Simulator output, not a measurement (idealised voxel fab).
The process module presented herein is designated voxel transistor to metal.
Pictured: cross-section cut, 300 nm wide, on a grid of 5 nm square cells.
The cross-sections in this document take the form of a grid made of square cells. They are written out as bands, in order from top to bottom. Each band consists of one or more rows of cells. This entry defines a band. It first specifies the height of the band's top and the height of its bottom in nm, and then specifies the band's materials from left to right, stating each material with its width in nm. The word "everywhere" identifies a single material that fills the band from edge to edge, while the word "air" identifies empty space. The level at which height equals 0 is the one under which the wafer, as it arrives, is entirely one material. No lower edge exists for the bottom band, which continues downward and is notated as in "0 nm and below". Width "30..40": first value at the band's top row of cells, second value at its bottom row, equal change from row to row. Step note "same as before" = no cross-section cell changed. Internal closed voids: empty space of 8 cells or more with no open way to the top, each as width x height at its distance from the left edge, in nm. That trailing text on a step's line, after the settings, is the simulator's own remark on the step. overlay nm: on a step with a mask, how far right of its planned place the mask lay; negative means left. For the reader: what remains of this document is a series of pairs, each showing a cross-section before one process step and a cross-section after that step which reaches down only to the lowest band that changed, with the step between them and its settings set out under the pair. It should not be assumed that a pair continues from the pair above it; the pairs can come from different runs of this module on the same starting wafer, and such continuity exists only where the entry headed "Incoming structure" says so.

Incoming structure
* 0 nm and below | Si everywhere
* Internal closed voids: none

after
* 5 nm to 0 nm | SiO2 everywhere
* No changes below 0.
* Internal closed voids: none
Process step (between the before and after cross-sections above): CONFORMAL_DEP with material SiO2, thk nm 5

Incoming structure: The initial state for this step is given by the after cross-section of the immediately preceding pair.

after
* 20 nm to 5 nm | SiN everywhere
* No changes below 5.
* Internal closed voids: none
Process step (between the before and after cross-sections above): CONFORMAL_DEP with material SiN, thk nm 15

Incoming structure: The initial state for this step is given by the after cross-section of the immediately preceding pair.

after
* 20 nm to 5 nm | 35 air | 105 SiN | 20 air | 105 SiN | 35 air
* No changes below 5.
* Internal closed voids: none
Process step (between the before and after cross-sections above): MASKED_ETCH with tone cover, mask id ACTIVE, width nm 105, pitch nm 125, etch materials SiN, depth nm 15, overlay nm 0

Incoming structure: The initial state for this step is given by the after cross-section of the immediately preceding pair.

after
* 20 nm to 5 nm | 35 air | 105 SiN | 20 air | 105 SiN | 35 air
* 5 nm to 0 nm | 35 air | 105 SiO2 | 20 air | 105 SiO2 | 35 air
* No changes below 0.
* Internal closed voids: none
Process step (between the before and after cross-sections above): MASKED_ETCH with tone cover, mask id ACTIVE, width nm 105, pitch nm 125, etch materials SiO2, depth nm 5, overlay nm 0

Incoming structure: The initial state for this step is given by the after cross-section of the immediately preceding pair.

after
* 20 nm to 5 nm | 35 air | 105 SiN | 20 air | 105 SiN | 35 air
* 5 nm to 0 nm | 35 air | 105 SiO2 | 20 air | 105 SiO2 | 35 air
* 0 nm to -30 nm | 35 air | 105 Si | 20 air | 105 Si | 35 air
* No changes below -30.
* Internal closed voids: none
Process step (between the before and after cross-sections above): MASKED_ETCH with tone cover, mask id ACTIVE, width nm 105, pitch nm 125, etch materials Si, depth nm 30, overlay nm 0

Incoming structure: The initial state for this step is given by the after cross-section of the immediately preceding pair.

after
* 20 nm to 5 nm | 35 air | 105 SiN | 20 air | 105 SiN | 35 air
* 5 nm to 0 nm | 35 air | 105 SiO2 | 20 air | 105 SiO2 | 35 air
* 0 nm to -30 nm | 35 air | 5 SiO2 | 95 Si | 5 SiO2 | 20 air | 5 SiO2 | 95 Si | 5 SiO2 | 35 air
* -30 nm to -35 nm | 40 SiO2 | 95 Si | 30 SiO2 | 95 Si | 40 SiO2
* No changes below -35.
* Internal closed voids: none
Process step (between the before and after cross-sections above): OXIDIZE with depth nm 5

Incoming structure: The initial state for this step is given by the after cross-section of the immediately preceding pair.

after
* 35 nm to 20 nm | SiO2 everywhere
* 20 nm to 5 nm | 35 SiO2 | 105 SiN | 20 SiO2 | 105 SiN | 35 SiO2
* 5 nm to 0 nm | SiO2 everywhere
* 0 nm to -35 nm | 40 SiO2 | 95 Si | 30 SiO2 | 95 Si | 40 SiO2
* No changes below -35.
* Internal closed voids: none
Process step (between the before and after cross-sections above): FILL_DEP with material SiO2, thk nm 15

Incoming structure: The initial state for this step is given by the after cross-section of the immediately preceding pair.

after
* 20 nm to 5 nm | 35 SiO2 | 105 SiN | 20 SiO2 | 105 SiN | 35 SiO2
* No changes below 5.
* Internal closed voids: none
Process step (between the before and after cross-sections above): CMP with height nm 20

Incoming structure: The initial state for this step is given by the after cross-section of the immediately preceding pair.

after
* 20 nm to 10 nm | 35 air | 105 SiN | 20 air | 105 SiN | 35 air
* No changes below 10.
* Internal closed voids: none
Process step (between the before and after cross-sections above): SELECTIVE_ETCH with etch materials SiO2, depth nm 10

Incoming structure: The initial state for this step is given by the after cross-section of the immediately preceding pair.

after
* 10 nm to 5 nm | 35 SiO2 | 105 air | 20 SiO2 | 105 air | 35 SiO2
* No changes below 5.
* Internal closed voids: none
Process step (between the before and after cross-sections above): STRIP with etch materials SiN

Incoming structure: The initial state for this step is given by the after cross-section of the immediately preceding pair.

after
* 5 nm to 0 nm | 30 SiO2 | 115 air | 10 SiO2 | 115 air | 30 SiO2
* No changes below 0.
* Internal closed voids: none
Process step (between the before and after cross-sections above): SELECTIVE_ETCH with etch materials SiO2, depth nm 5

Incoming structure: The initial state for this step is given by the after cross-section of the immediately preceding pair.

after
* 5 nm to 0 nm | 30 SiO2 | 115 air | 10 SiO2 | 115 air | 30 SiO2
* 0 nm to -5 nm | SiO2 everywhere
* No changes below -5.
* Internal closed voids: none
Process step (between the before and after cross-sections above): OXIDIZE with depth nm 5

Incoming structure: The initial state for this step is given by the after cross-section of the immediately preceding pair.

after
* 35 nm to 30 nm | 30 polySi | 115 air | 10 polySi | 115 air | 30 polySi
* 30 nm to 5 nm | polySi everywhere
* 5 nm to 0 nm | 30 SiO2 | 115 polySi | 10 SiO2 | 115 polySi | 30 SiO2
* No changes below 0.
* Internal closed voids: none
Process step (between the before and after cross-sections above): DIRECTIONAL_DEP with material polySi, thk nm 30

Incoming structure: The initial state for this step is given by the after cross-section of the immediately preceding pair.

after
* 50 nm to 45 nm | 30 SiCN | 115 air | 10 SiCN | 115 air | 30 SiCN
* 45 nm to 35 nm | SiCN everywhere
* 35 nm to 30 nm | 30 polySi | 115 SiCN | 10 polySi | 115 SiCN | 30 polySi
* No changes below 30.
* Internal closed voids: none
Process step (between the before and after cross-sections above): DIRECTIONAL_DEP with material SiCN, thk nm 15

Incoming structure: The initial state for this step is given by the after cross-section of the immediately preceding pair.

after
* 60 nm to 55 nm | 30 aC | 115 air | 10 aC | 115 air | 30 aC
* 55 nm to 50 nm | aC everywhere
* 50 nm to 45 nm | 30 SiCN | 115 aC | 10 SiCN | 115 aC | 30 SiCN
* No changes below 45.
* Internal closed voids: none
Process step (between the before and after cross-sections above): DIRECTIONAL_DEP with material aC, thk nm 10

Incoming structure: The initial state for this step is given by the after cross-section of the immediately preceding pair.

after
* 85 nm to 60 nm | 75 air | 25 resist | 100 air | 25 resist | 75 air
* 60 nm to 55 nm | 30 aC | 45 air | 25 resist | 45 air | 10 aC | 45 air | 25 resist | 45 air | 30 aC
* No changes below 55.
* Internal closed voids: none
Process step (between the before and after cross-sections above): PATTERN with tone cover, mask id GATE, material resist, width nm 25, pitch nm 125, thk nm 25, overlay nm 0

Incoming structure: The initial state for this step is given by the after cross-section of the immediately preceding pair.

after
* 75 nm to 55 nm | 75 air | 25 resist | 100 air | 25 resist | 75 air
* 55 nm to 50 nm | 75 air | 25 aC | 100 air | 25 aC | 75 air
* 50 nm to 45 nm | 30 SiCN | 45 air | 25 aC | 45 air | 10 SiCN | 45 air | 25 aC | 45 air | 30 SiCN
* No changes below 45.
* Internal closed voids: none
Process step (between the before and after cross-sections above): DIRECTIONAL_ETCH with etch materials aC, depth nm 10

Incoming structure: The initial state for this step is given by the after cross-section of the immediately preceding pair.

after
* 55 nm to 50 nm | 75 air | 25 aC | 100 air | 25 aC | 75 air
* No changes below 50.
* Internal closed voids: none
Process step (between the before and after cross-sections above): STRIP with etch materials resist

Incoming structure: The initial state for this step is given by the after cross-section of the immediately preceding pair.

after
* 55 nm to 45 nm | 75 air | 25 aC | 100 air | 25 aC | 75 air
* 45 nm to 35 nm | 75 air | 25 SiCN | 100 air | 25 SiCN | 75 air
* 35 nm to 30 nm | 30 polySi | 45 air | 25 SiCN | 45 air | 10 polySi | 45 air | 25 SiCN | 45 air | 30 polySi
* No changes below 30.
* Internal closed voids: none
Process step (between the before and after cross-sections above): DIRECTIONAL_ETCH with etch materials SiCN, depth nm 25

Incoming structure: The initial state for this step is given by the after cross-section of the immediately preceding pair.

after
* 55 nm to 45 nm | 75 air | 25 aC | 100 air | 25 aC | 75 air
* 45 nm to 30 nm | 75 air | 25 SiCN | 100 air | 25 SiCN | 75 air
* 30 nm to 5 nm | 75 air | 25 polySi | 100 air | 25 polySi | 75 air
* 5 nm to 0 nm | 30 SiO2 | 45 air | 25 polySi | 45 air | 10 SiO2 | 45 air | 25 polySi | 45 air | 30 SiO2
* No changes below 0.
* Internal closed voids: none
Process step (between the before and after cross-sections above): DIRECTIONAL_ETCH with etch materials polySi, depth nm 40

Incoming structure: The initial state for this step is given by the after cross-section of the immediately preceding pair.

after
* 45 nm to 30 nm | 75 air | 25 SiCN | 100 air | 25 SiCN | 75 air
* No changes below 30.
* Internal closed voids: none
Process step (between the before and after cross-sections above): STRIP with etch materials aC

Incoming structure: The initial state for this step is given by the after cross-section of the immediately preceding pair.

after
* 50 nm to 45 nm | 70 air | 35 SiN | 90 air | 35 SiN | 70 air
* 45 nm to 30 nm | 70 air | 5 SiN | 25 SiCN | 5 SiN | 90 air | 5 SiN | 25 SiCN | 5 SiN | 70 air
* 30 nm to 10 nm | 70 air | 5 SiN | 25 polySi | 5 SiN | 90 air | 5 SiN | 25 polySi | 5 SiN | 70 air
* 10 nm to 5 nm | 35 SiN | 35 air | 5 SiN | 25 polySi | 5 SiN | 35 air | 20 SiN | 35 air | 5 SiN | 25 polySi | 5 SiN | 35 air | 35 SiN
* 5 nm to 0 nm | 30 SiO2 | 45 SiN | 25 polySi | 45 SiN | 10 SiO2 | 45 SiN | 25 polySi | 45 SiN | 30 SiO2
* No changes below 0.
* Internal closed voids: none
Process step (between the before and after cross-sections above): CONFORMAL_DEP with material SiN, thk nm 5

Incoming structure: The initial state for this step is given by the after cross-section of the immediately preceding pair.

after
* 45 nm to 30 nm | 70 air | 5 SiN | 25 SiCN | 5 SiN | 90 air | 5 SiN | 25 SiCN | 5 SiN | 70 air
* 30 nm to 5 nm | 70 air | 5 SiN | 25 polySi | 5 SiN | 90 air | 5 SiN | 25 polySi | 5 SiN | 70 air
* 5 nm to 0 nm | 30 SiO2 | 5 SiN | 35 air | 5 SiN | 25 polySi | 5 SiN | 35 air | 5 SiN | 10 SiO2 | 5 SiN | 35 air | 5 SiN | 25 polySi | 5 SiN | 35 air | 5 SiN | 30 SiO2
* No changes below 0.
* Internal closed voids: none
Process step (between the before and after cross-sections above): DIRECTIONAL_ETCH with etch materials SiN, depth nm 5

Incoming structure: The initial state for this step is given by the after cross-section of the immediately preceding pair.

after
* 45 nm to 30 nm | 70 air | 5 SiN | 25 SiCN | 5 SiN | 90 air | 5 SiN | 25 SiCN | 5 SiN | 70 air
* 30 nm to 5 nm | 70 air | 5 SiN | 25 polySi | 5 SiN | 90 air | 5 SiN | 25 polySi | 5 SiN | 70 air
* 5 nm to 0 nm | 30 air | 5 SiN | 35 air | 5 SiN | 25 polySi | 5 SiN | 35 air | 5 SiN | 10 air | 5 SiN | 35 air | 5 SiN | 25 polySi | 5 SiN | 35 air | 5 SiN | 30 air
* 0 nm to -5 nm | 35 SiO2 | 35 air | 35 SiO2 | 35 air | 20 SiO2 | 35 air | 35 SiO2 | 35 air | 35 SiO2
* No changes below -5.
* Internal closed voids: none
Process step (between the before and after cross-sections above): DIRECTIONAL_ETCH with etch materials SiO2, depth nm 5

Incoming structure: The initial state for this step is given by the after cross-section of the immediately preceding pair.

after
* 45 nm to 30 nm | 70 air | 5 SiN | 25 SiCN | 5 SiN | 90 air | 5 SiN | 25 SiCN | 5 SiN | 70 air
* 30 nm to 5 nm | 70 air | 5 SiN | 25 polySi | 5 SiN | 90 air | 5 SiN | 25 polySi | 5 SiN | 70 air
* 5 nm to 0 nm | 30 air | 5 SiN | 35 air | 5 SiN | 25 polySi | 5 SiN | 35 air | 5 SiN | 10 air | 5 SiN | 35 air | 5 SiN | 25 polySi | 5 SiN | 35 air | 5 SiN | 30 air
* 0 nm to -5 nm | 35 SiO2 | 35 air | 35 SiO2 | 35 air | 20 SiO2 | 35 air | 35 SiO2 | 35 air | 35 SiO2
* -5 nm to -20 nm | 40 SiO2 | 30 air | 35 Si | 30 air | 30 SiO2 | 30 air | 35 Si | 30 air | 40 SiO2
* No changes below -20.
* Internal closed voids: none
Process step (between the before and after cross-sections above): DIRECTIONAL_ETCH with etch materials Si, depth nm 15

Incoming structure: The initial state for this step is given by the after cross-section of the immediately preceding pair.

after
* 45 nm to 30 nm | 70 air | 5 SiN | 25 SiCN | 5 SiN | 90 air | 5 SiN | 25 SiCN | 5 SiN | 70 air
* 30 nm to 15 nm | 70 air | 5 SiN | 25 polySi | 5 SiN | 90 air | 5 SiN | 25 polySi | 5 SiN | 70 air
* 15 nm to 5 nm | 50 air | 20 pSi | 5 SiN | 25 polySi | 5 SiN | 20 pSi | 50 air | 20 pSi | 5 SiN | 25 polySi | 5 SiN | 20 pSi | 50 air
* 5 nm to 0 nm | 30 air | 5 SiN | 15 air | 20 pSi | 5 SiN | 25 polySi | 5 SiN | 20 pSi | 15 air | 5 SiN | 10 air | 5 SiN | 15 air | 20 pSi | 5 SiN | 25 polySi | 5 SiN | 20 pSi | 15 air | 5 SiN | 30 air
* 0 nm to -5 nm | 35 SiO2 | 35 pSi | 35 SiO2 | 35 pSi | 20 SiO2 | 35 pSi | 35 SiO2 | 35 pSi | 35 SiO2
* -5 nm to -20 nm | 40 SiO2 | 30 pSi | 35 Si | 30 pSi | 30 SiO2 | 30 pSi | 35 Si | 30 pSi | 40 SiO2
* No changes below -20.
* Internal closed voids: none
Process step (between the before and after cross-sections above): EPI with material pSi, thk nm 20

Incoming structure: The initial state for this step is given by the after cross-section of the immediately preceding pair.

after
* 50 nm to 45 nm | SiO2 everywhere
* 45 nm to 30 nm | 70 SiO2 | 5 SiN | 25 SiCN | 5 SiN | 90 SiO2 | 5 SiN | 25 SiCN | 5 SiN | 70 SiO2
* 30 nm to 15 nm | 70 SiO2 | 5 SiN | 25 polySi | 5 SiN | 90 SiO2 | 5 SiN | 25 polySi | 5 SiN | 70 SiO2
* 15 nm to 5 nm | 50 SiO2 | 20 pSi | 5 SiN | 25 polySi | 5 SiN | 20 pSi | 50 SiO2 | 20 pSi | 5 SiN | 25 polySi | 5 SiN | 20 pSi | 50 SiO2
* 5 nm to 0 nm | 30 SiO2 | 5 SiN | 15 SiO2 | 20 pSi | 5 SiN | 25 polySi | 5 SiN | 20 pSi | 15 SiO2 | 5 SiN | 10 SiO2 | 5 SiN | 15 SiO2 | 20 pSi | 5 SiN | 25 polySi | 5 SiN | 20 pSi | 15 SiO2 | 5 SiN | 30 SiO2
* No changes below 0.
* Internal closed voids: none
Process step (between the before and after cross-sections above): FILL_DEP with material SiO2, thk nm 5

Incoming structure: The initial state for this step is given by the after cross-section of the immediately preceding pair.

after
* 30 nm to 15 nm | 70 SiO2 | 5 SiN | 25 polySi | 5 SiN | 90 SiO2 | 5 SiN | 25 polySi | 5 SiN | 70 SiO2
* No changes below 15.
* Internal closed voids: none
Process step (between the before and after cross-sections above): CMP with height nm 30

Incoming structure: The initial state for this step is given by the after cross-section of the immediately preceding pair.

after
* 30 nm to 15 nm | 70 SiO2 | 5 SiN | 25 air | 5 SiN | 90 SiO2 | 5 SiN | 25 air | 5 SiN | 70 SiO2
* 15 nm to 5 nm | 50 SiO2 | 20 pSi | 5 SiN | 25 air | 5 SiN | 20 pSi | 50 SiO2 | 20 pSi | 5 SiN | 25 air | 5 SiN | 20 pSi | 50 SiO2
* 5 nm to 0 nm | 30 SiO2 | 5 SiN | 15 SiO2 | 20 pSi | 5 SiN | 25 air | 5 SiN | 20 pSi | 15 SiO2 | 5 SiN | 10 SiO2 | 5 SiN | 15 SiO2 | 20 pSi | 5 SiN | 25 air | 5 SiN | 20 pSi | 15 SiO2 | 5 SiN | 30 SiO2
* No changes below 0.
* Internal closed voids: none
Process step (between the before and after cross-sections above): STRIP with etch materials polySi

Incoming structure: The initial state for this step is given by the after cross-section of the immediately preceding pair.

after
* 30 nm to 25 nm | 70 air | 5 SiN | 25 air | 5 SiN | 90 air | 5 SiN | 25 air | 5 SiN | 70 air
* 25 nm to 15 nm | 70 SiO2 | 5 SiN | 25 air | 5 SiN | 90 SiO2 | 5 SiN | 25 air | 5 SiN | 70 SiO2
* 15 nm to 5 nm | 50 SiO2 | 20 pSi | 5 SiN | 25 air | 5 SiN | 20 pSi | 50 SiO2 | 20 pSi | 5 SiN | 25 air | 5 SiN | 20 pSi | 50 SiO2
* 5 nm to 0 nm | 30 SiO2 | 5 SiN | 15 SiO2 | 20 pSi | 5 SiN | 25 air | 5 SiN | 20 pSi | 15 SiO2 | 5 SiN | 10 SiO2 | 5 SiN | 15 SiO2 | 20 pSi | 5 SiN | 25 air | 5 SiN | 20 pSi | 15 SiO2 | 5 SiN | 30 SiO2
* 0 nm to -5 nm | 35 SiO2 | 35 pSi | 35 air | 35 pSi | 20 SiO2 | 35 pSi | 35 air | 35 pSi | 35 SiO2
* No changes below -5.
* Internal closed voids: none
Process step (between the before and after cross-sections above): SELECTIVE_ETCH with etch materials SiO2, depth nm 5

Incoming structure: The initial state for this step is given by the after cross-section of the immediately preceding pair.

after
* 35 nm to 30 nm | 65 air | 15 HfO2 | 15 air | 15 HfO2 | 80 air | 15 HfO2 | 15 air | 15 HfO2 | 65 air
* 30 nm to 25 nm | 70 HfO2 | 5 SiN | 5 HfO2 | 15 air | 5 HfO2 | 5 SiN | 90 HfO2 | 5 SiN | 5 HfO2 | 15 air | 5 HfO2 | 5 SiN | 70 HfO2
* 25 nm to 15 nm | 70 SiO2 | 5 SiN | 5 HfO2 | 15 air | 5 HfO2 | 5 SiN | 90 SiO2 | 5 SiN | 5 HfO2 | 15 air | 5 HfO2 | 5 SiN | 70 SiO2
* 15 nm to 5 nm | 50 SiO2 | 20 pSi | 5 SiN | 5 HfO2 | 15 air | 5 HfO2 | 5 SiN | 20 pSi | 50 SiO2 | 20 pSi | 5 SiN | 5 HfO2 | 15 air | 5 HfO2 | 5 SiN | 20 pSi | 50 SiO2
* 5 nm to 0 nm | 30 SiO2 | 5 SiN | 15 SiO2 | 20 pSi | 5 SiN | 5 HfO2 | 15 air | 5 HfO2 | 5 SiN | 20 pSi | 15 SiO2 | 5 SiN | 10 SiO2 | 5 SiN | 15 SiO2 | 20 pSi | 5 SiN | 5 HfO2 | 15 air | 5 HfO2 | 5 SiN | 20 pSi | 15 SiO2 | 5 SiN | 30 SiO2
* 0 nm to -5 nm | 35 SiO2 | 35 pSi | 35 HfO2 | 35 pSi | 20 SiO2 | 35 pSi | 35 HfO2 | 35 pSi | 35 SiO2
* No changes below -5.
* Internal closed voids: none
Process step (between the before and after cross-sections above): CONFORMAL_DEP with material HfO2, thk nm 5

Incoming structure: The initial state for this step is given by the after cross-section of the immediately preceding pair.

after
* 40 nm to 35 nm | 60 air | 25 TiN | 5 air | 25 TiN | 70 air | 25 TiN | 5 air | 25 TiN | 60 air
* 35 nm to 30 nm | 65 TiN | 15 HfO2 | 5 TiN | 5 air | 5 TiN | 15 HfO2 | 80 TiN | 15 HfO2 | 5 TiN | 5 air | 5 TiN | 15 HfO2 | 65 TiN
* 30 nm to 25 nm | 70 HfO2 | 5 SiN | 5 HfO2 | 5 TiN | 5 air | 5 TiN | 5 HfO2 | 5 SiN | 90 HfO2 | 5 SiN | 5 HfO2 | 5 TiN | 5 air | 5 TiN | 5 HfO2 | 5 SiN | 70 HfO2
* 25 nm to 15 nm | 70 SiO2 | 5 SiN | 5 HfO2 | 5 TiN | 5 air | 5 TiN | 5 HfO2 | 5 SiN | 90 SiO2 | 5 SiN | 5 HfO2 | 5 TiN | 5 air | 5 TiN | 5 HfO2 | 5 SiN | 70 SiO2
* 15 nm to 5 nm | 50 SiO2 | 20 pSi | 5 SiN | 5 HfO2 | 5 TiN | 5 air | 5 TiN | 5 HfO2 | 5 SiN | 20 pSi | 50 SiO2 | 20 pSi | 5 SiN | 5 HfO2 | 5 TiN | 5 air | 5 TiN | 5 HfO2 | 5 SiN | 20 pSi | 50 SiO2
* 5 nm to 0 nm | 30 SiO2 | 5 SiN | 15 SiO2 | 20 pSi | 5 SiN | 5 HfO2 | 15 TiN | 5 HfO2 | 5 SiN | 20 pSi | 15 SiO2 | 5 SiN | 10 SiO2 | 5 SiN | 15 SiO2 | 20 pSi | 5 SiN | 5 HfO2 | 15 TiN | 5 HfO2 | 5 SiN | 20 pSi | 15 SiO2 | 5 SiN | 30 SiO2
* No changes below 0.
* Internal closed voids: none
Process step (between the before and after cross-sections above): CONFORMAL_DEP with material TiN, thk nm 5

Incoming structure: The initial state for this step is given by the after cross-section of the immediately preceding pair.

after
* 45 nm to 40 nm | W everywhere
* 40 nm to 35 nm | 60 W | 25 TiN | 5 W | 25 TiN | 70 W | 25 TiN | 5 W | 25 TiN | 60 W
* 35 nm to 30 nm | 65 TiN | 15 HfO2 | 5 TiN | 5 W | 5 TiN | 15 HfO2 | 80 TiN | 15 HfO2 | 5 TiN | 5 W | 5 TiN | 15 HfO2 | 65 TiN
* 30 nm to 25 nm | 70 HfO2 | 5 SiN | 5 HfO2 | 5 TiN | 5 W | 5 TiN | 5 HfO2 | 5 SiN | 90 HfO2 | 5 SiN | 5 HfO2 | 5 TiN | 5 W | 5 TiN | 5 HfO2 | 5 SiN | 70 HfO2
* 25 nm to 15 nm | 70 SiO2 | 5 SiN | 5 HfO2 | 5 TiN | 5 W | 5 TiN | 5 HfO2 | 5 SiN | 90 SiO2 | 5 SiN | 5 HfO2 | 5 TiN | 5 W | 5 TiN | 5 HfO2 | 5 SiN | 70 SiO2
* 15 nm to 5 nm | 50 SiO2 | 20 pSi | 5 SiN | 5 HfO2 | 5 TiN | 5 W | 5 TiN | 5 HfO2 | 5 SiN | 20 pSi | 50 SiO2 | 20 pSi | 5 SiN | 5 HfO2 | 5 TiN | 5 W | 5 TiN | 5 HfO2 | 5 SiN | 20 pSi | 50 SiO2
* No changes below 5.
* Internal closed voids: none
Process step (between the before and after cross-sections above): FILL_DEP with material W, thk nm 5

Incoming structure: The initial state for this step is given by the after cross-section of the immediately preceding pair.

after
* 25 nm to 15 nm | 70 SiO2 | 5 SiN | 5 HfO2 | 5 TiN | 5 W | 5 TiN | 5 HfO2 | 5 SiN | 90 SiO2 | 5 SiN | 5 HfO2 | 5 TiN | 5 W | 5 TiN | 5 HfO2 | 5 SiN | 70 SiO2
* No changes below 15.
* Internal closed voids: none
Process step (between the before and after cross-sections above): CMP with height nm 25

Incoming structure: The initial state for this step is given by the after cross-section of the immediately preceding pair.

after
* 35 nm to 25 nm | SiO2 everywhere
* No changes below 25.
* Internal closed voids: none
Process step (between the before and after cross-sections above): DIRECTIONAL_DEP with material SiO2, thk nm 10

Incoming structure: The initial state for this step is given by the after cross-section of the immediately preceding pair.

after
* 45 nm to 35 nm | aC everywhere
* No changes below 35.
* Internal closed voids: none
Process step (between the before and after cross-sections above): DIRECTIONAL_DEP with material aC, thk nm 10

Incoming structure: The initial state for this step is given by the after cross-section of the immediately preceding pair.

after
* 70 nm to 45 nm | 40 resist | 20 air | 55 resist | 20 air | 30 resist | 20 air | 55 resist | 20 air | 40 resist
* No changes below 45.
* Internal closed voids: none
Process step (between the before and after cross-sections above): PATTERN with tone open, mask id CONTACT, material resist, width nm 20, thk nm 25, overlay nm 0

Incoming structure: The initial state for this step is given by the after cross-section of the immediately preceding pair.

after
* 60 nm to 45 nm | 40 resist | 20 air | 55 resist | 20 air | 30 resist | 20 air | 55 resist | 20 air | 40 resist
* 45 nm to 35 nm | 40 aC | 20 air | 55 aC | 20 air | 30 aC | 20 air | 55 aC | 20 air | 40 aC
* No changes below 35.
* Internal closed voids: none
Process step (between the before and after cross-sections above): DIRECTIONAL_ETCH with etch materials aC, depth nm 10

Incoming structure: The initial state for this step is given by the after cross-section of the immediately preceding pair.

after
* 45 nm to 35 nm | 40 aC | 20 air | 55 aC | 20 air | 30 aC | 20 air | 55 aC | 20 air | 40 aC
* No changes below 35.
* Internal closed voids: none
Process step (between the before and after cross-sections above): STRIP with etch materials resist

Incoming structure: The initial state for this step is given by the after cross-section of the immediately preceding pair.

after
* 45 nm to 35 nm | 40 aC | 20 air | 55 aC | 20 air | 30 aC | 20 air | 55 aC | 20 air | 40 aC
* 35 nm to 25 nm | 40 SiO2 | 20 air | 55 SiO2 | 20 air | 30 SiO2 | 20 air | 55 SiO2 | 20 air | 40 SiO2
* 25 nm to 15 nm | 40 SiO2 | 20 air | 10 SiO2 | 5 SiN | 5 HfO2 | 5 TiN | 5 W | 5 TiN | 5 HfO2 | 5 SiN | 10 SiO2 | 20 air | 30 SiO2 | 20 air | 10 SiO2 | 5 SiN | 5 HfO2 | 5 TiN | 5 W | 5 TiN | 5 HfO2 | 5 SiN | 10 SiO2 | 20 air | 40 SiO2
* 15 nm to 5 nm | 40 SiO2 | 10 air | 20 pSi | 5 SiN | 5 HfO2 | 5 TiN | 5 W | 5 TiN | 5 HfO2 | 5 SiN | 20 pSi | 10 air | 30 SiO2 | 10 air | 20 pSi | 5 SiN | 5 HfO2 | 5 TiN | 5 W | 5 TiN | 5 HfO2 | 5 SiN | 20 pSi | 10 air | 40 SiO2
* 5 nm to 0 nm | 30 SiO2 | 5 SiN | 5 SiO2 | 10 air | 20 pSi | 5 SiN | 5 HfO2 | 15 TiN | 5 HfO2 | 5 SiN | 20 pSi | 10 air | 5 SiO2 | 5 SiN | 10 SiO2 | 5 SiN | 5 SiO2 | 10 air | 20 pSi | 5 SiN | 5 HfO2 | 15 TiN | 5 HfO2 | 5 SiN | 20 pSi | 10 air | 5 SiO2 | 5 SiN | 30 SiO2
* No changes below 0.
* Internal closed voids: none
Process step (between the before and after cross-sections above): DIRECTIONAL_ETCH with etch materials SiO2, depth nm 35

Incoming structure: The initial state for this step is given by the after cross-section of the immediately preceding pair.

after
* 35 nm to 25 nm | 40 SiO2 | 20 air | 55 SiO2 | 20 air | 30 SiO2 | 20 air | 55 SiO2 | 20 air | 40 SiO2
* No changes below 25.
* Internal closed voids: none
Process step (between the before and after cross-sections above): STRIP with etch materials aC

Incoming structure: The initial state for this step is given by the after cross-section of the immediately preceding pair.

after
* 40 nm to 35 nm | 45 TiN | 10 air | 65 TiN | 10 air | 40 TiN | 10 air | 65 TiN | 10 air | 45 TiN
* 35 nm to 25 nm | 40 SiO2 | 5 TiN | 10 air | 5 TiN | 55 SiO2 | 5 TiN | 10 air | 5 TiN | 30 SiO2 | 5 TiN | 10 air | 5 TiN | 55 SiO2 | 5 TiN | 10 air | 5 TiN | 40 SiO2
* 25 nm to 20 nm | 40 SiO2 | 5 TiN | 10 air | 5 TiN | 10 SiO2 | 5 SiN | 5 HfO2 | 5 TiN | 5 W | 5 TiN | 5 HfO2 | 5 SiN | 10 SiO2 | 5 TiN | 10 air | 5 TiN | 30 SiO2 | 5 TiN | 10 air | 5 TiN | 10 SiO2 | 5 SiN | 5 HfO2 | 5 TiN | 5 W | 5 TiN | 5 HfO2 | 5 SiN | 10 SiO2 | 5 TiN | 10 air | 5 TiN | 40 SiO2
* 20 nm to 15 nm | 40 SiO2 | 20 TiN | 10 SiO2 | 5 SiN | 5 HfO2 | 5 TiN | 5 W | 5 TiN | 5 HfO2 | 5 SiN | 10 SiO2 | 20 TiN | 30 SiO2 | 20 TiN | 10 SiO2 | 5 SiN | 5 HfO2 | 5 TiN | 5 W | 5 TiN | 5 HfO2 | 5 SiN | 10 SiO2 | 20 TiN | 40 SiO2
* 15 nm to 5 nm | 40 SiO2 | 10 TiN | 20 pSi | 5 SiN | 5 HfO2 | 5 TiN | 5 W | 5 TiN | 5 HfO2 | 5 SiN | 20 pSi | 10 TiN | 30 SiO2 | 10 TiN | 20 pSi | 5 SiN | 5 HfO2 | 5 TiN | 5 W | 5 TiN | 5 HfO2 | 5 SiN | 20 pSi | 10 TiN | 40 SiO2
* 5 nm to 0 nm | 30 SiO2 | 5 SiN | 5 SiO2 | 10 TiN | 20 pSi | 5 SiN | 5 HfO2 | 15 TiN | 5 HfO2 | 5 SiN | 20 pSi | 10 TiN | 5 SiO2 | 5 SiN | 10 SiO2 | 5 SiN | 5 SiO2 | 10 TiN | 20 pSi | 5 SiN | 5 HfO2 | 15 TiN | 5 HfO2 | 5 SiN | 20 pSi | 10 TiN | 5 SiO2 | 5 SiN | 30 SiO2
* No changes below 0.
* Internal closed voids: none
Process step (between the before and after cross-sections above): CONFORMAL_DEP with material TiN, thk nm 5

Incoming structure: The initial state for this step is given by the after cross-section of the immediately preceding pair.

after
* 50 nm to 40 nm | Ru everywhere
* 40 nm to 35 nm | 45 TiN | 10 Ru | 65 TiN | 10 Ru | 40 TiN | 10 Ru | 65 TiN | 10 Ru | 45 TiN
* 35 nm to 25 nm | 40 SiO2 | 5 TiN | 10 Ru | 5 TiN | 55 SiO2 | 5 TiN | 10 Ru | 5 TiN | 30 SiO2 | 5 TiN | 10 Ru | 5 TiN | 55 SiO2 | 5 TiN | 10 Ru | 5 TiN | 40 SiO2
* 25 nm to 20 nm | 40 SiO2 | 5 TiN | 10 Ru | 5 TiN | 10 SiO2 | 5 SiN | 5 HfO2 | 5 TiN | 5 W | 5 TiN | 5 HfO2 | 5 SiN | 10 SiO2 | 5 TiN | 10 Ru | 5 TiN | 30 SiO2 | 5 TiN | 10 Ru | 5 TiN | 10 SiO2 | 5 SiN | 5 HfO2 | 5 TiN | 5 W | 5 TiN | 5 HfO2 | 5 SiN | 10 SiO2 | 5 TiN | 10 Ru | 5 TiN | 40 SiO2
* No changes below 20.
* Internal closed voids: none
Process step (between the before and after cross-sections above): FILL_DEP with material Ru, thk nm 10
